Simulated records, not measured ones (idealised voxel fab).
process module | voxel spacer lines
cross-section cut | 225 nm wide | cells 5 nm
A cross-section is a grid of square cells, given in bands from the top down. A band is one or more rows of cells.
Each band's line starts with the height of the band's top and of its bottom, in nm. Then come its materials from left to right, each with its width in nm. One material with "throughout" fills the band from edge to edge. "air" is empty space.
Height 0 is the level under which the wafer as received is all one material. The lowest band goes on downwards, as in "0 down".
A width such as "30 to 40" changes by the same amount from each row of cells to the next, from the band's top row to its bottom row.
"no change" after a step means that no cell of the cross-section changed.
closed voids: empty space of 8 cells or more with no open way to the top, each as width x height at its distance from the left edge, in nm
after a step's settings: what the simulator itself notes on the step
overlay nm, on a step with a mask: how far to the right of its planned place the mask lay; to the left if negative
plan
1 op RECEIVE | material Si
2 op CONFORMAL_DEP | material Al2O3 | thk nm 10
3 op DIRECTIONAL_DEP | material TiN | thk nm 10
4 op DIRECTIONAL_DEP | material aC | thk nm 25
5 op PATTERN | tone cover | mask id MANDREL | material resist | width nm 15 | pitch nm 70 | thk nm 35 | overlay nm 0
6 op DIRECTIONAL_ETCH | etch materials aC | depth nm 25
7 op STRIP | etch materials resist
8 op CONFORMAL_DEP | material SiO2 | thk nm 10
9 op DIRECTIONAL_ETCH | etch materials SiO2 | depth nm 10
10 op STRIP | etch materials aC
11 op DIRECTIONAL_ETCH | etch materials TiN | depth nm 10
12 op STRIP | etch materials SiO2
13 op FILL_DEP | material lowk | thk nm 10
14 op CMP | height nm 20
varied across the wafers: width nm of step 5. The plan shows the first wafer's value. All wafers start alike
first wafer as received, after step 1
  0 down: Si throughout
  closed voids: none
first wafer at the end, after step 14
  20 to 10: lowk 25 | TiN 10 | lowk 15 | TiN 10 | lowk 35 | TiN 10 | lowk 15 | TiN 10 | lowk 35 | TiN 10 | lowk 15 | TiN 10 | lowk 25
  10 to 0: Al2O3 throughout
  0 down: Si throughout
  closed voids: none
last wafer at the end
  20 to 10: lowk 15 | TiN 10 | lowk 40 | TiN 10 | lowk 10 | TiN 10 | lowk 40 | TiN 10 | lowk 10 | TiN 10 | lowk 40 | TiN 10 | lowk 10
  10 to 0: Al2O3 throughout
  0 down: Si throughout
  closed voids: none
each wafer at the end: cells of each material gained (+) or lost (-) since it was received, then its closed voids
width nm 15 | +90 Al2O3 | +24 TiN | +66 lowk | closed voids: none
width nm 20 | +90 Al2O3 | +24 TiN | +66 lowk | closed voids: none
width nm 25 | +90 Al2O3 | +24 TiN | +66 lowk | closed voids: none
width nm 30 | +90 Al2O3 | +24 TiN | +66 lowk | closed voids: none
width nm 35 | +90 Al2O3 | +24 TiN | +66 lowk | closed voids: none
width nm 40 | +90 Al2O3 | +24 TiN | +66 lowk | closed voids: none
